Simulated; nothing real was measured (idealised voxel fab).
Herein follows the process module entitled voxel released beams.
Cross-section cut spans 155 nm and uses square cells 5 nm in size.
A cross-section is a grid of square cells, given in bands from the top down. A band is one or more rows of cells.
Within each band entry, the heights of the top and of the bottom of the band appear first, in that order and in nm; the materials of the band then follow from left to right, each with its corresponding width in nm. The designation "full width" on a single material indicates that it fills the band from edge to edge; the designation "air" indicates empty space.
Heads up on the height convention: 0 is the point under which the incoming wafer is all one material, and the lowest band has no bottom, it just keeps going down, like "0 and below".
Note: "30..40" means the width goes from the first number (top row of the band) to the second number (bottom row) in equal steps per row of cells.
No cell of the cross-section changed in a step that is given as "no modification".
If an empty space has no open way to the top and is at least 8 cells in size, "Fully sealed cavities" lists it, written width x height at distance, where distance is measured from the left edge and every value is in nm.
On each step's line, the part that comes after the settings is the simulator's own comment on the step.
overlay nm: mask offset rightward from planned place, masked step; negative means leftward offset.

So here's the lineup of process steps we planned
| 1 | RECEIVE | material Si |
| 2 | CONFORMAL_DEP | material SiN | thk nm 10 |
| 3 | DIRECTIONAL_DEP | material SiO2 | thk nm 20 |
| 4 | MASKED_ETCH | tone open | mask id ANCHOR | width nm 45 | etch materials SiO2 | depth nm 20 | overlay nm 0 |
| 5 | CONFORMAL_DEP | material polySi | thk nm 15 |
| 6 | PATTERN | tone cover | mask id BEAM | material resist | width nm 100 | thk nm 15 | overlay nm 0 |
| 7 | DIRECTIONAL_ETCH | etch materials polySi | depth nm 15 |
| 8 | STRIP | etch materials resist |
| 9 | STRIP | etch materials SiO2 |

Wafer at receipt (post step 1), cross-section
0 and below: Si full width
Fully sealed cavities: none

Here's the wafer cut in cross-section after the module, started and planned just like above, except one thing was done wrong in the run
45 down to 30: air 35 | polySi 10 | air 15 | polySi 75 | air 20
30 down to 25: air 30 | polySi 15 | air 15 | polySi 15 | air 80
25 down to 10: air 30 | polySi 45 | air 80
10 down to 0: SiN full width
0 and below: Si full width
Fully sealed cavities: none
Short version of what went wrong: step 6: run off-plan, actual operation and settings PATTERN | tone cover | mask id BEAM | material resist | width nm 100 | thk nm 15 | overlay nm 10
